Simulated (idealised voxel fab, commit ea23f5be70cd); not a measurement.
Module name: voxel lift off (process module)
It is cross-section cut that appears here, measuring 140 nm in width, its square cells being 5 nm in size.
How to read a cross-section here: the picture is a grid of square cells, written as bands going from the top down, and any band can span one or more rows of cells.
Heights first: top, then bottom, in nm. Then materials, left to right, each with a width in nm. "all across" on a single material: fills the band edge to edge. "blank": empty space.
Zero point of the height axis is 0; under it, received wafer = one material. Lowest band: continues down indefinitely, "0 down".
Width: "30 to 40" (first number = top row, second number = bottom row, same change from row to row of cells).
"everything unchanged" means the step left every cell of the cross-section as it was.
For the entry "Non-vented voids", the listed items are empty spaces with no open way to the top whose size is 8 cells or more; each item follows the pattern width x height at distance, where distance is from the left edge and all three are in nm.
Heads up: the bit after the settings on a step's line is the simulator's remark on that step.
You can add "overlay nm" to a step's line. For a step with a mask, it describes how far the mask lay to the right of its planned position, and a negative number describes a lay to the left.
# The process steps that were planned are listed below
step 1: RECEIVE | material Si
step 2: CONFORMAL_DEP | material Al2O3 | thk nm 5
step 3: PATTERN | tone open | mask id LINES | material resist | width nm 20 | pitch nm 45 | thk nm 20 | overlay nm 0
step 4: DIRECTIONAL_DEP | material Ru | thk nm 5
step 5: STRIP | etch materials resist
step 6: CONFORMAL_DEP | material SiCN | thk nm 5
# Concerning the first of two wafers, which was run in accordance with the plan
# as received, after step 1
> 0 down | Si all across
> Non-vented voids: none
# Take a look at the wafer's cross-section after step 2
> 5 to 0 | Al2O3 all across
> Everything below 0 is unchanged.
# Take a look at the wafer's cross-section after step 3
> 25 to 5 | resist 15 / blank 20 / resist 25 / blank 20 / resist 25 / blank 20 / resist 15
> Everything below 5 is unchanged.
# Take a look at the wafer's cross-section after step 4
> 30 to 25 | Ru 15 / blank 20 / Ru 25 / blank 20 / Ru 25 / blank 20 / Ru 15
> 25 to 10 | resist 15 / blank 20 / resist 25 / blank 20 / resist 25 / blank 20 / resist 15
> 10 to 5 | resist 15 / Ru 20 / resist 25 / Ru 20 / resist 25 / Ru 20 / resist 15
> Everything below 5 is unchanged.
# Take a look at the wafer's cross-section after step 5
> 10 to 5 | blank 15 / Ru 20 / blank 25 / Ru 20 / blank 25 / Ru 20 / blank 15
> Everything below 5 is unchanged.
# Take a look at the wafer's cross-section after step 6
> 15 to 10 | blank 10 / SiCN 30 / blank 15 / SiCN 30 / blank 15 / SiCN 30 / blank 10
> 10 to 5 | SiCN 15 / Ru 20 / SiCN 25 / Ru 20 / SiCN 25 / Ru 20 / SiCN 15
> Everything below 5 is unchanged.
# What follows concerns the second wafer, which started out like the first and was meant to follow the very same plan; one mistake crept in when it was run, but everything up to and including step 4 is the same as for the first wafer
# Second wafer at the planned finish of step 5, seen in cross-section
> 10 to 5 | blank 15 / Ru 20 / blank 25 / Ru 20 / blank 25 / Ru 20 / blank 15
> Everything below 5 is unchanged.
# Second wafer at the planned finish of step 6, seen in cross-section
> 15 to 10 | blank 10 / SiCN 30 / blank 15 / SiCN 30 / blank 15 / SiCN 30 / blank 10
> 10 to 5 | SiCN 15 / Ru 20 / SiCN 25 / Ru 20 / SiCN 25 / Ru 20 / SiCN 15
> Everything below 5 is unchanged.
Want to know what went wrong? step 5 of the plan was carried out twice
at the end the two cross-sections are the same: no effect in what this model computes
